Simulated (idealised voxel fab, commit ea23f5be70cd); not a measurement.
The following is a process module called voxel spacer lines.
Square cell edge 5 nm, section width 200 nm, ID cut.
Cross-section spec: square-cell grid; bands listed top down; each band is one or more rows. The band entry comprises the height of the band's top followed by the height of its bottom, expressed in nm, and subsequently the band's materials from left to right, each stated together with its width in nm. Where a single material is marked with the word "edge to edge", that material fills the band from edge to edge. The word "empty" represents empty space. Where do heights start? At 0: under that level the wafer as delivered is made of one material only. And the lowest band has no floor; it just carries on downward, as in "from 0 down". So if you see something like "30..40" for the width, read it as the top row of the band sitting at the first number and the bottom row at the second, with every row in between moving by the same amount as the last. You'll sometimes find "identical to before" written for a step, and that's the way of saying that nowhere in the cross-section did a cell change during that step. In the "Sealed cavities" entry, you get each enclosed empty space of 8 cells or more, one with no open way to the top, written width x height at distance, distance from the left edge, in nm. Text after the settings on a step's line: the simulator's own remark on that step. overlay nm: where the mask lay relative to plan, measured to the right, on steps with a mask; negatives go left.
[plan]
1 RECEIVE, material Si
2 CONFORMAL_DEP, material Al2O3, thk nm 5
3 DIRECTIONAL_DEP, material W, thk nm 15
4 DIRECTIONAL_DEP, material polySi, thk nm 25
5 PATTERN, tone cover, mask id MANDREL, material resist, width nm 15, pitch nm 70, thk nm 35, overlay nm 0
6 DIRECTIONAL_ETCH, etch materials polySi, depth nm 25
7 STRIP, etch materials resist
8 CONFORMAL_DEP, material SiN, thk nm 15
9 DIRECTIONAL_ETCH, etch materials SiN, depth nm 15
10 STRIP, etch materials polySi
11 DIRECTIONAL_ETCH, etch materials W, depth nm 15
12 STRIP, etch materials SiN
13 FILL_DEP, material lowk, thk nm 5
14 CMP, height nm 20
varied across the wafers: width nm of step 5. The plan shows the first wafer's value. All wafers start alike
[The first of several wafers, as received after step 1, seen in section]
* from 0 down = Si edge to edge
* Sealed cavities: none
[Take any row and you have a wafer at the end of the module: how many cells of each material it has gained (+) or lost (-) since it was received, and then its closed voids]
width nm 15; +40 Al2O3; +36 W; +84 lowk; Sealed cavities: none
width nm 20; +40 Al2O3; +36 W; +84 lowk; Sealed cavities: none
width nm 25; +40 Al2O3; +36 W; +84 lowk; Sealed cavities: none
width nm 30; +40 Al2O3; +36 W; +84 lowk; Sealed cavities: none
width nm 35; +40 Al2O3; +36 W; +84 lowk; Sealed cavities: none
